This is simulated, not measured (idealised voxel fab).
process module | voxel wiring stack
cross-section cut | 220 nm wide | cells 5 nm
A cross-section is a grid of square cells, given in bands from the top down. A band is one or more rows of cells.
Each band's line starts with the height of the band's top and of its bottom, in nm. Then come its materials from left to right, each with its width in nm. One material with "throughout" fills the band from edge to edge. "air" is empty space.
Height 0 is the level under which the wafer as received is all one material. The lowest band goes on downwards, as in "0 down".
A width such as "30 to 40" changes by the same amount from each row of cells to the next, from the band's top row to its bottom row.
"no change" after a step means that no cell of the cross-section changed.
closed voids: empty space of 8 cells or more with no open way to the top, each as width x height at its distance from the left edge, in nm
after a step's settings: what the simulator itself notes on the step
overlay nm, on a step with a mask: how far to the right of its planned place the mask lay; to the left if negative
Each pair below shows a cross-section before one step and the cross-section after it, down to the lowest band that changed. The line under each pair gives the step between them, with its settings. The pairs can come from different runs of this module on the same starting wafer, so a pair continues from the pair above only where its "before" says so.
before
  120 to 100: SiO2 75 | air 15 | SiO2 130
  100 to 95: SiCN throughout
  95 to 90: SiCN 70 | Ru 35 | SiCN 10 | Ru 35 | SiCN 70
  90 to 70: lowk 75 | TiN 5 | Cu 15 | TiN 5 | lowk 20 | TiN 5 | Cu 15 | TiN 5 | lowk 75
  70 to 65: SiCN 75 | TiN 25 | SiCN 20 | TiN 25 | SiCN 75
  65 to 45: lowk 75 | TiN 5 | Cu 5 | TiN 5 | lowk 130
  45 to 40: SiCN 75 | TiN 15 | SiCN 130
  40 to 35: SiCN 70 | Ru 35 | SiCN 10 | Ru 35 | SiCN 70
  35 to 20: lowk 75 | TiN 5 | Cu 15 | TiN 5 | lowk 20 | TiN 5 | Cu 15 | TiN 5 | lowk 75
  20 to 15: SiCN 75 | TiN 25 | SiCN 20 | TiN 25 | SiCN 75
  15 to 0: SiO2 throughout
  0 down: Si throughout
  closed voids: none
after
  140 to 120: resist 75 | air 25 | resist 20 | air 25 | resist 75
  below 120: unchanged
  closed voids: none
the step between: op PATTERN | tone open | mask id METAL_3 | material resist | width nm 25 | pitch nm 45 | thk nm 20 | overlay nm 0
before: the cross-section after the pair above
after
  140 to 120: resist 75 | air 25 | resist 20 | air 25 | resist 75
  120 to 105: SiO2 75 | air 25 | SiO2 20 | air 25 | SiO2 75
  below 105: unchanged
  closed voids: none
the step between: op DIRECTIONAL_ETCH | etch materials SiO2 | depth nm 15
before: the cross-section after the pair above
after
  140 to 120: resist 75 | air 25 | resist 20 | air 25 | resist 75
  120 to 105: SiO2 75 | air 25 | SiO2 20 | air 25 | SiO2 75
  105 to 100: SiO2 75 | air 15 | SiO2 130
  100 to 95: SiCN 75 | air 15 | SiCN 130
  below 95: unchanged
  closed voids: none
the step between: op DIRECTIONAL_ETCH | etch materials SiCN | depth nm 5
before: the cross-section after the pair above
after
  120 to 105: SiO2 75 | air 25 | SiO2 20 | air 25 | SiO2 75
  below 105: unchanged
  closed voids: none
the step between: op STRIP | etch materials resist
before: the cross-section after the pair above
after
  125 to 120: TiN 80 | air 15 | TiN 30 | air 15 | TiN 80
  120 to 110: SiO2 75 | TiN 5 | air 15 | TiN 5 | SiO2 20 | TiN 5 | air 15 | TiN 5 | SiO2 75
  110 to 105: SiO2 75 | TiN 5 | air 5 | TiN 15 | SiO2 20 | TiN 25 | SiO2 75
  105 to 100: SiO2 75 | TiN 5 | air 5 | TiN 5 | SiO2 130
  100 to 95: SiCN 75 | TiN 15 | SiCN 130
  below 95: unchanged
  closed voids: none
the step between: op CONFORMAL_DEP | material TiN | thk nm 5
before: the cross-section after the pair above
after
  135 to 125: Cu throughout
  125 to 120: TiN 80 | Cu 15 | TiN 30 | Cu 15 | TiN 80
  120 to 110: SiO2 75 | TiN 5 | Cu 15 | TiN 5 | SiO2 20 | TiN 5 | Cu 15 | TiN 5 | SiO2 75
  110 to 105: SiO2 75 | TiN 5 | Cu 5 | TiN 15 | SiO2 20 | TiN 25 | SiO2 75
  105 to 100: SiO2 75 | TiN 5 | Cu 5 | TiN 5 | SiO2 130
  below 100: unchanged
  closed voids: none
the step between: op FILL_DEP | material Cu | thk nm 10
before: the cross-section after the pair above
after
  130 to 125: Cu throughout
  below 125: unchanged
  closed voids: none
the step between: op CMP | height nm 130
before: the cross-section after the pair above
after
  135 to 130: SiCN throughout
  below 130: unchanged
  closed voids: none
the step between: op CONFORMAL_DEP | material SiCN | thk nm 5
before: the cross-section after the pair above
after
  165 to 135: lowk throughout
  below 135: unchanged
  closed voids: none
the step between: op DIRECTIONAL_DEP | material lowk | thk nm 30
before: the cross-section after the pair above
after
  180 to 165: resist 75 | air 25 | resist 20 | air 25 | resist 75
  below 165: unchanged
  closed voids: none
the step between: op PATTERN | tone open | mask id METAL_4 | material resist | width nm 25 | pitch nm 45 | thk nm 15 | overlay nm 0
before: the cross-section after the pair above
after
  180 to 165: resist 75 | air 25 | resist 20 | air 25 | resist 75
  165 to 150: lowk 75 | air 25 | lowk 20 | air 25 | lowk 75
  below 150: unchanged
  closed voids: none
the step between: op DIRECTIONAL_ETCH | etch materials lowk | depth nm 15
before: the cross-section after the pair above
after
  165 to 150: lowk 75 | air 25 | lowk 20 | air 25 | lowk 75
  below 150: unchanged
  closed voids: none
the step between: op STRIP | etch materials resist
before: the cross-section after the pair above
after
  180 to 165: resist 75 | air 15 | resist 30 | air 15 | resist 85
  165 to 150: lowk 75 | air 15 | resist 10 | lowk 20 | air 15 | resist 10 | lowk 75
  below 150: unchanged
  closed voids: none
the step between: op PATTERN | tone open | mask id METAL_4_HOLES | material resist | width nm 15 | pitch nm 45 | thk nm 15 | overlay nm 0
before: the cross-section after the pair above
after
  180 to 165: resist 75 | air 15 | resist 30 | air 15 | resist 85
  165 to 150: lowk 75 | air 15 | resist 10 | lowk 20 | air 15 | resist 10 | lowk 75
  150 to 135: lowk 75 | air 15 | lowk 30 | air 15 | lowk 85
  below 135: unchanged
  closed voids: none
the step between: op DIRECTIONAL_ETCH | etch materials lowk | depth nm 15
before: the cross-section after the pair above
after
  180 to 165: resist 75 | air 15 | resist 30 | air 15 | resist 85
  165 to 150: lowk 75 | air 15 | resist 10 | lowk 20 | air 15 | resist 10 | lowk 75
  150 to 135: lowk 75 | air 15 | lowk 30 | air 15 | lowk 85
  135 to 130: SiCN 75 | air 15 | SiCN 30 | air 15 | SiCN 85
  below 130: unchanged
  closed voids: none
the step between: op DIRECTIONAL_ETCH | etch materials SiCN | depth nm 5
before: the cross-section after the pair above
after
  165 to 150: lowk 75 | air 25 | lowk 20 | air 25 | lowk 75
  below 150: unchanged
  closed voids: none
the step between: op STRIP | etch materials resist
before: the cross-section after the pair above
after
  170 to 165: TiN 80 | air 15 | TiN 30 | air 15 | TiN 80
  165 to 155: lowk 75 | TiN 5 | air 15 | TiN 5 | lowk 20 | TiN 5 | air 15 | TiN 5 | lowk 75
  155 to 150: lowk 75 | TiN 5 | air 5 | TiN 15 | lowk 20 | TiN 5 | air 5 | TiN 15 | lowk 75
  150 to 135: lowk 75 | TiN 5 | air 5 | TiN 5 | lowk 30 | TiN 5 | air 5 | TiN 5 | lowk 85
  135 to 130: SiCN 75 | TiN 15 | SiCN 30 | TiN 15 | SiCN 85
  below 130: unchanged
  closed voids: none
the step between: op CONFORMAL_DEP | material TiN | thk nm 5
before: the cross-section after the pair above
after
  175 to 170: Cu throughout
  170 to 165: TiN 80 | Cu 15 | TiN 30 | Cu 15 | TiN 80
  165 to 155: lowk 75 | TiN 5 | Cu 15 | TiN 5 | lowk 20 | TiN 5 | Cu 15 | TiN 5 | lowk 75
  155 to 150: lowk 75 | TiN 5 | Cu 5 | TiN 15 | lowk 20 | TiN 5 | Cu 5 | TiN 15 | lowk 75
  150 to 135: lowk 75 | TiN 5 | Cu 5 | TiN 5 | lowk 30 | TiN 5 | Cu 5 | TiN 5 | lowk 85
  below 135: unchanged
  closed voids: none
the step between: op FILL_DEP | material Cu | thk nm 5
before: the cross-section after the pair above
after
  165 to 155: lowk 75 | TiN 5 | Cu 15 | TiN 5 | lowk 20 | TiN 5 | Cu 15 | TiN 5 | lowk 75
  below 155: unchanged
  closed voids: none
the step between: op CMP | height nm 165
before: the cross-section after the pair above
after
  170 to 165: SiCN throughout
  below 165: unchanged
  closed voids: none
the step between: op CONFORMAL_DEP | material SiCN | thk nm 5
before
  35 to 20: lowk throughout
  20 to 15: SiCN throughout
  15 to 0: SiO2 throughout
  0 down: Si throughout
  closed voids: none
after
  50 to 35: resist 80 | air 15 | resist 30 | air 15 | resist 80
  below 35: unchanged
  closed voids: none
the step between: op PATTERN | tone open | mask id METAL_1 | material resist | width nm 15 | pitch nm 45 | thk nm 15 | overlay nm 0
before: the cross-section after the pair above
after
  50 to 35: resist 80 | air 15 | resist 30 | air 15 | resist 80
  35 to 20: lowk 80 | air 15 | lowk 30 | air 15 | lowk 80
  below 20: unchanged
  closed voids: none
the step between: op DIRECTIONAL_ETCH | etch materials lowk | depth nm 15
before: the cross-section after the pair above
after
  50 to 35: resist 80 | air 15 | resist 30 | air 15 | resist 80
  35 to 20: lowk 80 | air 15 | lowk 30 | air 15 | lowk 80
  20 to 15: SiCN 80 | air 15 | SiCN 30 | air 15 | SiCN 80
  below 15: unchanged
  closed voids: none
the step between: op DIRECTIONAL_ETCH | etch materials SiCN | depth nm 5
before: the cross-section after the pair above
after
  35 to 20: lowk 80 | air 15 | lowk 30 | air 15 | lowk 80
  below 20: unchanged
  closed voids: none
the step between: op STRIP | etch materials resist
before: the cross-section after the pair above
after
  40 to 35: TiN 85 | air 5 | TiN 40 | air 5 | TiN 85
  35 to 20: lowk 80 | TiN 5 | air 5 | TiN 5 | lowk 30 | TiN 5 | air 5 | TiN 5 | lowk 80
  20 to 15: SiCN 80 | TiN 15 | SiCN 30 | TiN 15 | SiCN 80
  below 15: unchanged
  closed voids: none
the step between: op CONFORMAL_DEP | material TiN | thk nm 5
before: the cross-section after the pair above
after
  50 to 40: Cu throughout
  40 to 35: TiN 85 | Cu 5 | TiN 40 | Cu 5 | TiN 85
  35 to 20: lowk 80 | TiN 5 | Cu 5 | TiN 5 | lowk 30 | TiN 5 | Cu 5 | TiN 5 | lowk 80
  below 20: unchanged
  closed voids: none
the step between: op FILL_DEP | material Cu | thk nm 10
before: the cross-section after the pair above
after
  35 to 20: lowk 80 | TiN 5 | Cu 5 | TiN 5 | lowk 30 | TiN 5 | Cu 5 | TiN 5 | lowk 80
  below 20: unchanged
  closed voids: none
the step between: op CMP | height nm 35
before: the cross-section after the pair above
after
  40 to 35: air 75 | Ru 25 | air 20 | Ru 25 | air 75
  below 35: unchanged
  closed voids: none
the step between: op EPI | material Ru | thk nm 5
before: the cross-section after the pair above
after
  45 to 40: SiCN throughout
  40 to 35: SiCN 75 | Ru 25 | SiCN 20 | Ru 25 | SiCN 75
  below 35: unchanged
  closed voids: none
the step between: op FILL_DEP | material SiCN | thk nm 5
before: the cross-section after the pair above
after
  65 to 45: lowk throughout
  below 45: unchanged
  closed voids: none
the step between: op DIRECTIONAL_DEP | material lowk | thk nm 20
before: the cross-section after the pair above
after
  85 to 65: resist 75 | air 15 | resist 130
  below 65: unchanged
  closed voids: none
the step between: op PATTERN | tone open | mask id PLUG_1 | material resist | width nm 15 | thk nm 20 | overlay nm 0
before: the cross-section after the pair above
after
  85 to 65: resist 75 | air 15 | resist 130
  65 to 45: lowk 75 | air 15 | lowk 130
  below 45: unchanged
  closed voids: none
the step between: op DIRECTIONAL_ETCH | etch materials lowk | depth nm 20
before: the cross-section after the pair above
after
  85 to 65: resist 75 | air 15 | resist 130
  65 to 45: lowk 75 | air 15 | lowk 130
  45 to 40: SiCN 75 | air 15 | SiCN 130
  below 40: unchanged
  closed voids: none
the step between: op DIRECTIONAL_ETCH | etch materials SiCN | depth nm 5
before: the cross-section after the pair above
after
  65 to 45: lowk 75 | air 15 | lowk 130
  below 45: unchanged
  closed voids: none
the step between: op STRIP | etch materials resist
before: the cross-section after the pair above
after
  70 to 65: TiN 80 | air 5 | TiN 135
  65 to 45: lowk 75 | TiN 5 | air 5 | TiN 5 | lowk 130
  45 to 40: SiCN 75 | TiN 15 | SiCN 130
  below 40: unchanged
  closed voids: none
the step between: op CONFORMAL_DEP | material TiN | thk nm 5
before: the cross-section after the pair above
after
  80 to 70: Cu throughout
  70 to 65: TiN 80 | Cu 5 | TiN 135
  65 to 45: lowk 75 | TiN 5 | Cu 5 | TiN 5 | lowk 130
  below 45: unchanged
  closed voids: none
the step between: op FILL_DEP | material Cu | thk nm 10
before: the cross-section after the pair above
after
  65 to 45: lowk 75 | TiN 5 | Cu 5 | TiN 5 | lowk 130
  below 45: unchanged
  closed voids: none
the step between: op CMP | height nm 65
before: the cross-section after the pair above
after
  70 to 65: SiCN throughout
  below 65: unchanged
  closed voids: none
the step between: op CONFORMAL_DEP | material SiCN | thk nm 5
before: the cross-section after the pair above
after
  90 to 70: lowk throughout
  below 70: unchanged
  closed voids: none
the step between: op DIRECTIONAL_DEP | material lowk | thk nm 20
before: the cross-section after the pair above
after
  105 to 90: resist 75 | air 25 | resist 20 | air 25 | resist 75
  below 90: unchanged
  closed voids: none
the step between: op PATTERN | tone open | mask id METAL_2 | material resist | width nm 25 | pitch nm 45 | thk nm 15 | overlay nm 0
before: the cross-section after the pair above
after
  105 to 90: resist 75 | air 25 | resist 20 | air 25 | resist 75
  90 to 70: lowk 75 | air 25 | lowk 20 | air 25 | lowk 75
  below 70: unchanged
  closed voids: none
the step between: op DIRECTIONAL_ETCH | etch materials lowk | depth nm 20
before: the cross-section after the pair above
after
  105 to 90: resist 75 | air 25 | resist 20 | air 25 | resist 75
  90 to 70: lowk 75 | air 25 | lowk 20 | air 25 | lowk 75
  70 to 65: SiCN 75 | air 25 | SiCN 20 | air 25 | SiCN 75
  below 65: unchanged
  closed voids: none
the step between: op DIRECTIONAL_ETCH | etch materials SiCN | depth nm 5
before: the cross-section after the pair above
after
  90 to 70: lowk 75 | air 25 | lowk 20 | air 25 | lowk 75
  below 70: unchanged
  closed voids: none
the step between: op STRIP | etch materials resist
before: the cross-section after the pair above
after
  95 to 90: TiN 80 | air 15 | TiN 30 | air 15 | TiN 80
  90 to 70: lowk 75 | TiN 5 | air 15 | TiN 5 | lowk 20 | TiN 5 | air 15 | TiN 5 | lowk 75
  70 to 65: SiCN 75 | TiN 25 | SiCN 20 | TiN 25 | SiCN 75
  below 65: unchanged
  closed voids: none
the step between: op CONFORMAL_DEP | material TiN | thk nm 5
before: the cross-section after the pair above
after
  100 to 95: Cu throughout
  95 to 90: TiN 80 | Cu 15 | TiN 30 | Cu 15 | TiN 80
  90 to 70: lowk 75 | TiN 5 | Cu 15 | TiN 5 | lowk 20 | TiN 5 | Cu 15 | TiN 5 | lowk 75
  below 70: unchanged
  closed voids: none
the step between: op FILL_DEP | material Cu | thk nm 5
before: the cross-section after the pair above
after
  90 to 70: lowk 75 | TiN 5 | Cu 15 | TiN 5 | lowk 20 | TiN 5 | Cu 15 | TiN 5 | lowk 75
  below 70: unchanged
  closed voids: none
the step between: op CMP | height nm 90
before: the cross-section after the pair above
after
  95 to 90: air 70 | Ru 35 | air 10 | Ru 35 | air 70
  below 90: unchanged
  closed voids: none
the step between: op EPI | material Ru | thk nm 5
before: the cross-section after the pair above
after
  100 to 95: SiCN throughout
  95 to 90: SiCN 70 | Ru 35 | SiCN 10 | Ru 35 | SiCN 70
  below 90: unchanged
  closed voids: none
the step between: op FILL_DEP | material SiCN | thk nm 5
before: the cross-section after the pair above
after
  130 to 100: SiO2 throughout
  below 100: unchanged
  closed voids: none
the step between: op DIRECTIONAL_DEP | material SiO2 | thk nm 30
before: the cross-section after the pair above
after
  150 to 130: resist 75 | air 15 | resist 130
  below 130: unchanged
  closed voids: none
the step between: op PATTERN | tone open | mask id METAL_3_HOLES | material resist | width nm 15 | thk nm 20 | overlay nm 0
before: the cross-section after the pair above
after
  150 to 130: resist 75 | air 15 | resist 130
  130 to 100: SiO2 75 | air 15 | SiO2 130
  below 100: unchanged
  closed voids: none
the step between: op DIRECTIONAL_ETCH | etch materials SiO2 | depth nm 30
before: the cross-section after the pair above
after
  130 to 100: SiO2 75 | air 15 | SiO2 130
  below 100: unchanged
  closed voids: none
the step between: op STRIP | etch materials resist
before: the cross-section after the pair above
after
  150 to 130: resist 75 | air 25 | resist 20 | air 25 | resist 75
  below 130: unchanged
  closed voids: none
the step between: op PATTERN | tone open | mask id METAL_3 | material resist | width nm 25 | pitch nm 45 | thk nm 20 | overlay nm 0
before: the cross-section after the pair above
after
  150 to 130: resist 75 | air 25 | resist 20 | air 25 | resist 75
  130 to 115: SiO2 75 | air 25 | SiO2 20 | air 25 | SiO2 75
  below 115: unchanged
  closed voids: none
the step between: op DIRECTIONAL_ETCH | etch materials SiO2 | depth nm 15
before: the cross-section after the pair above
after
  150 to 130: resist 75 | air 25 | resist 20 | air 25 | resist 75
  130 to 115: SiO2 75 | air 25 | SiO2 20 | air 25 | SiO2 75
  115 to 100: SiO2 75 | air 15 | SiO2 130
  100 to 95: SiCN 75 | air 15 | SiCN 130
  below 95: unchanged
  closed voids: none
the step between: op DIRECTIONAL_ETCH | etch materials SiCN | depth nm 5
before: the cross-section after the pair above
after
  130 to 115: SiO2 75 | air 25 | SiO2 20 | air 25 | SiO2 75
  below 115: unchanged
  closed voids: none
the step between: op STRIP | etch materials resist
before: the cross-section after the pair above
after
  135 to 130: TiN 80 | air 15 | TiN 30 | air 15 | TiN 80
  130 to 120: SiO2 75 | TiN 5 | air 15 | TiN 5 | SiO2 20 | TiN 5 | air 15 | TiN 5 | SiO2 75
  120 to 115: SiO2 75 | TiN 5 | air 5 | TiN 15 | SiO2 20 | TiN 25 | SiO2 75
  115 to 100: SiO2 75 | TiN 5 | air 5 | TiN 5 | SiO2 130
  100 to 95: SiCN 75 | TiN 15 | SiCN 130
  below 95: unchanged
  closed voids: none
the step between: op CONFORMAL_DEP | material TiN | thk nm 5
before: the cross-section after the pair above
after
  145 to 135: Cu throughout
  135 to 130: TiN 80 | Cu 15 | TiN 30 | Cu 15 | TiN 80
  130 to 120: SiO2 75 | TiN 5 | Cu 15 | TiN 5 | SiO2 20 | TiN 5 | Cu 15 | TiN 5 | SiO2 75
  120 to 115: SiO2 75 | TiN 5 | Cu 5 | TiN 15 | SiO2 20 | TiN 25 | SiO2 75
  115 to 100: SiO2 75 | TiN 5 | Cu 5 | TiN 5 | SiO2 130
  below 100: unchanged
  closed voids: none
the step between: op FILL_DEP | material Cu | thk nm 10
before: the cross-section after the pair above
after
  130 to 120: SiO2 75 | TiN 5 | Cu 15 | TiN 5 | SiO2 20 | TiN 5 | Cu 15 | TiN 5 | SiO2 75
  below 120: unchanged
  closed voids: none
the step between: op CMP | height nm 130
before: the cross-section after the pair above
after
  135 to 130: SiCN throughout
  below 130: unchanged
  closed voids: none
the step between: op CONFORMAL_DEP | material SiCN | thk nm 5
before: the cross-section after the pair above
after
  165 to 135: lowk throughout
  below 135: unchanged
  closed voids: none
the step between: op DIRECTIONAL_DEP | material lowk | thk nm 30
before: the cross-section after the pair above
after
  180 to 165: resist 75 | air 25 | resist 20 | air 25 | resist 75
  below 165: unchanged
  closed voids: none
the step between: op PATTERN | tone open | mask id METAL_4 | material resist | width nm 25 | pitch nm 45 | thk nm 15 | overlay nm 0
before: the cross-section after the pair above
after
  180 to 165: resist 75 | air 25 | resist 20 | air 25 | resist 75
  165 to 150: lowk 75 | air 25 | lowk 20 | air 25 | lowk 75
  below 150: unchanged
  closed voids: none
the step between: op DIRECTIONAL_ETCH | etch materials lowk | depth nm 15
before: the cross-section after the pair above
after
  165 to 150: lowk 75 | air 25 | lowk 20 | air 25 | lowk 75
  below 150: unchanged
  closed voids: none
the step between: op STRIP | etch materials resist
before: the cross-section after the pair above
after
  180 to 165: resist 75 | air 15 | resist 30 | air 15 | resist 85
  165 to 150: lowk 75 | air 15 | resist 10 | lowk 20 | air 15 | resist 10 | lowk 75
  below 150: unchanged
  closed voids: none
the step between: op PATTERN | tone open | mask id METAL_4_HOLES | material resist | width nm 15 | pitch nm 45 | thk nm 15 | overlay nm 0
before: the cross-section after the pair above
after
  180 to 165: resist 75 | air 15 | resist 30 | air 15 | resist 85
  165 to 150: lowk 75 | air 15 | resist 10 | lowk 20 | air 15 | resist 10 | lowk 75
  150 to 135: lowk 75 | air 15 | lowk 30 | air 15 | lowk 85
  below 135: unchanged
  closed voids: none
the step between: op DIRECTIONAL_ETCH | etch materials lowk | depth nm 15
before: the cross-section after the pair above
after
  180 to 165: resist 75 | air 15 | resist 30 | air 15 | resist 85
  165 to 150: lowk 75 | air 15 | resist 10 | lowk 20 | air 15 | resist 10 | lowk 75
  150 to 135: lowk 75 | air 15 | lowk 30 | air 15 | lowk 85
  135 to 130: SiCN 75 | air 15 | SiCN 30 | air 15 | SiCN 85
  below 130: unchanged
  closed voids: none
the step between: op DIRECTIONAL_ETCH | etch materials SiCN | depth nm 5
before: the cross-section after the pair above
after
  165 to 150: lowk 75 | air 25 | lowk 20 | air 25 | lowk 75
  below 150: unchanged
  closed voids: none
the step between: op STRIP | etch materials resist
before: the cross-section after the pair above
after
  170 to 165: TiN 80 | air 15 | TiN 30 | air 15 | TiN 80
  165 to 155: lowk 75 | TiN 5 | air 15 | TiN 5 | lowk 20 | TiN 5 | air 15 | TiN 5 | lowk 75
  155 to 150: lowk 75 | TiN 5 | air 5 | TiN 15 | lowk 20 | TiN 5 | air 5 | TiN 15 | lowk 75
  150 to 135: lowk 75 | TiN 5 | air 5 | TiN 5 | lowk 30 | TiN 5 | air 5 | TiN 5 | lowk 85
  135 to 130: SiCN 75 | TiN 15 | SiCN 30 | TiN 15 | SiCN 85
  below 130: unchanged
  closed voids: none
the step between: op CONFORMAL_DEP | material TiN | thk nm 5
before: the cross-section after the pair above
after
  175 to 170: Cu throughout
  170 to 165: TiN 80 | Cu 15 | TiN 30 | Cu 15 | TiN 80
  165 to 155: lowk 75 | TiN 5 | Cu 15 | TiN 5 | lowk 20 | TiN 5 | Cu 15 | TiN 5 | lowk 75
  155 to 150: lowk 75 | TiN 5 | Cu 5 | TiN 15 | lowk 20 | TiN 5 | Cu 5 | TiN 15 | lowk 75
  150 to 135: lowk 75 | TiN 5 | Cu 5 | TiN 5 | lowk 30 | TiN 5 | Cu 5 | TiN 5 | lowk 85
  below 135: unchanged
  closed voids: none
the step between: op FILL_DEP | material Cu | thk nm 5
before: the cross-section after the pair above
after
  165 to 155: lowk 75 | TiN 5 | Cu 15 | TiN 5 | lowk 20 | TiN 5 | Cu 15 | TiN 5 | lowk 75
  below 155: unchanged
  closed voids: none
the step between: op CMP | height nm 165
before: the cross-section after the pair above
after
  170 to 165: SiCN throughout
  below 165: unchanged
  closed voids: none
the step between: op CONFORMAL_DEP | material SiCN | thk nm 5
before
  90 to 70: lowk throughout
  70 to 65: SiCN throughout
  65 to 45: lowk 75 | TiN 5 | Cu 5 | TiN 5 | lowk 130
  45 to 40: SiCN 75 | TiN 15 | SiCN 130
  40 to 35: SiCN 70 | Ru 35 | SiCN 10 | Ru 35 | SiCN 70
  35 to 20: lowk 75 | TiN 5 | Cu 15 | TiN 5 | lowk 20 | TiN 5 | Cu 15 | TiN 5 | lowk 75
  20 to 15: SiCN 75 | TiN 25 | SiCN 20 | TiN 25 | SiCN 75
  15 to 0: SiO2 throughout
  0 down: Si throughout
  closed voids: none
after
  105 to 90: resist 65 | air 25 | resist 20 | air 25 | resist 85
  below 90: unchanged
  closed voids: none
the step between: op PATTERN | tone open | mask id METAL_2 | material resist | width nm 25 | pitch nm 45 | thk nm 15 | overlay nm -10
before: the cross-section after the pair above
after
  105 to 90: resist 65 | air 25 | resist 20 | air 25 | resist 85
  90 to 70: lowk 65 | air 25 | lowk 20 | air 25 | lowk 85
  below 70: unchanged
  closed voids: none
the step between: op DIRECTIONAL_ETCH | etch materials lowk | depth nm 20
before: the cross-section after the pair above
after
  105 to 90: resist 65 | air 25 | resist 20 | air 25 | resist 85
  90 to 70: lowk 65 | air 25 | lowk 20 | air 25 | lowk 85
  70 to 65: SiCN 65 | air 25 | SiCN 20 | air 25 | SiCN 85
  below 65: unchanged
  closed voids: none
the step between: op DIRECTIONAL_ETCH | etch materials SiCN | depth nm 5
before: the cross-section after the pair above
after
  90 to 70: lowk 65 | air 25 | lowk 20 | air 25 | lowk 85
  below 70: unchanged
  closed voids: none
the step between: op STRIP | etch materials resist
before: the cross-section after the pair above
after
  95 to 90: TiN 70 | air 15 | TiN 30 | air 15 | TiN 90
  90 to 70: lowk 65 | TiN 5 | air 15 | TiN 5 | lowk 20 | TiN 5 | air 15 | TiN 5 | lowk 85
  70 to 65: SiCN 65 | TiN 25 | SiCN 20 | TiN 25 | SiCN 85
  below 65: unchanged
  closed voids: none
the step between: op CONFORMAL_DEP | material TiN | thk nm 5
before: the cross-section after the pair above
after
  100 to 95: Cu throughout
  95 to 90: TiN 70 | Cu 15 | TiN 30 | Cu 15 | TiN 90
  90 to 70: lowk 65 | TiN 5 | Cu 15 | TiN 5 | lowk 20 | TiN 5 | Cu 15 | TiN 5 | lowk 85
  below 70: unchanged
  closed voids: none
the step between: op FILL_DEP | material Cu | thk nm 5
before: the cross-section after the pair above
after
  90 to 70: lowk 65 | TiN 5 | Cu 15 | TiN 5 | lowk 20 | TiN 5 | Cu 15 | TiN 5 | lowk 85
  below 70: unchanged
  closed voids: none
the step between: op CMP | height nm 90
before: the cross-section after the pair above
after
  95 to 90: air 60 | Ru 35 | air 10 | Ru 35 | air 80
  below 90: unchanged
  closed voids: none
the step between: op EPI | material Ru | thk nm 5
before: the cross-section after the pair above
after
  100 to 95: SiCN throughout
  95 to 90: SiCN 60 | Ru 35 | SiCN 10 | Ru 35 | SiCN 80
  below 90: unchanged
  closed voids: none
the step between: op FILL_DEP | material SiCN | thk nm 5
before: the cross-section after the pair above
after
  130 to 100: SiO2 throughout
  below 100: unchanged
  closed voids: none
the step between: op DIRECTIONAL_DEP | material SiO2 | thk nm 30
before: the cross-section after the pair above
after
  150 to 130: resist 75 | air 15 | resist 130
  below 130: unchanged
  closed voids: none
the step between: op PATTERN | tone open | mask id METAL_3_HOLES | material resist | width nm 15 | thk nm 20 | overlay nm 0
before: the cross-section after the pair above
after
  150 to 130: resist 75 | air 15 | resist 130
  130 to 100: SiO2 75 | air 15 | SiO2 130
  below 100: unchanged
  closed voids: none
the step between: op DIRECTIONAL_ETCH | etch materials SiO2 | depth nm 30
before: the cross-section after the pair above
after
  130 to 100: SiO2 75 | air 15 | SiO2 130
  below 100: unchanged
  closed voids: none
the step between: op STRIP | etch materials resist
before: the cross-section after the pair above
after
  150 to 130: resist 75 | air 25 | resist 20 | air 25 | resist 75
  below 130: unchanged
  closed voids: none
the step between: op PATTERN | tone open | mask id METAL_3 | material resist | width nm 25 | pitch nm 45 | thk nm 20 | overlay nm 0
before: the cross-section after the pair above
after
  150 to 130: resist 75 | air 25 | resist 20 | air 25 | resist 75
  130 to 115: SiO2 75 | air 25 | SiO2 20 | air 25 | SiO2 75
  below 115: unchanged
  closed voids: none
the step between: op DIRECTIONAL_ETCH | etch materials SiO2 | depth nm 15
before: the cross-section after the pair above
after
  150 to 130: resist 75 | air 25 | resist 20 | air 25 | resist 75
  130 to 115: SiO2 75 | air 25 | SiO2 20 | air 25 | SiO2 75
  115 to 100: SiO2 75 | air 15 | SiO2 130
  100 to 95: SiCN 75 | air 15 | SiCN 130
  below 95: unchanged
  closed voids: none
the step between: op DIRECTIONAL_ETCH | etch materials SiCN | depth nm 5
before: the cross-section after the pair above
after
  130 to 115: SiO2 75 | air 25 | SiO2 20 | air 25 | SiO2 75
  below 115: unchanged
  closed voids: none
the step between: op STRIP | etch materials resist
before: the cross-section after the pair above
after
  135 to 130: TiN 80 | air 15 | TiN 30 | air 15 | TiN 80
  130 to 120: SiO2 75 | TiN 5 | air 15 | TiN 5 | SiO2 20 | TiN 5 | air 15 | TiN 5 | SiO2 75
  120 to 115: SiO2 75 | TiN 5 | air 5 | TiN 15 | SiO2 20 | TiN 25 | SiO2 75
  115 to 100: SiO2 75 | TiN 5 | air 5 | TiN 5 | SiO2 130
  100 to 95: SiCN 75 | TiN 15 | SiCN 130
  below 95: unchanged
  closed voids: none
the step between: op CONFORMAL_DEP | material TiN | thk nm 5
before: the cross-section after the pair above
after
  145 to 135: Cu throughout
  135 to 130: TiN 80 | Cu 15 | TiN 30 | Cu 15 | TiN 80
  130 to 120: SiO2 75 | TiN 5 | Cu 15 | TiN 5 | SiO2 20 | TiN 5 | Cu 15 | TiN 5 | SiO2 75
  120 to 115: SiO2 75 | TiN 5 | Cu 5 | TiN 15 | SiO2 20 | TiN 25 | SiO2 75
  115 to 100: SiO2 75 | TiN 5 | Cu 5 | TiN 5 | SiO2 130
  below 100: unchanged
  closed voids: none
the step between: op FILL_DEP | material Cu | thk nm 10
before: the cross-section after the pair above
after
  130 to 120: SiO2 75 | TiN 5 | Cu 15 | TiN 5 | SiO2 20 | TiN 5 | Cu 15 | TiN 5 | SiO2 75
  below 120: unchanged
  closed voids: none
the step between: op CMP | height nm 130
before: the cross-section after the pair above
after
  135 to 130: SiCN throughout
  below 130: unchanged
  closed voids: none
the step between: op CONFORMAL_DEP | material SiCN | thk nm 5
before: the cross-section after the pair above
after
  165 to 135: lowk throughout
  below 135: unchanged
  closed voids: none
the step between: op DIRECTIONAL_DEP | material lowk | thk nm 30
before: the cross-section after the pair above
after
  180 to 165: resist 75 | air 25 | resist 20 | air 25 | resist 75
  below 165: unchanged
  closed voids: none
the step between: op PATTERN | tone open | mask id METAL_4 | material resist | width nm 25 | pitch nm 45 | thk nm 15 | overlay nm 0
before: the cross-section after the pair above
after
  180 to 165: resist 75 | air 25 | resist 20 | air 25 | resist 75
  165 to 150: lowk 75 | air 25 | lowk 20 | air 25 | lowk 75
  below 150: unchanged
  closed voids: none
the step between: op DIRECTIONAL_ETCH | etch materials lowk | depth nm 15
before: the cross-section after the pair above
after
  165 to 150: lowk 75 | air 25 | lowk 20 | air 25 | lowk 75
  below 150: unchanged
  closed voids: none
the step between: op STRIP | etch materials resist
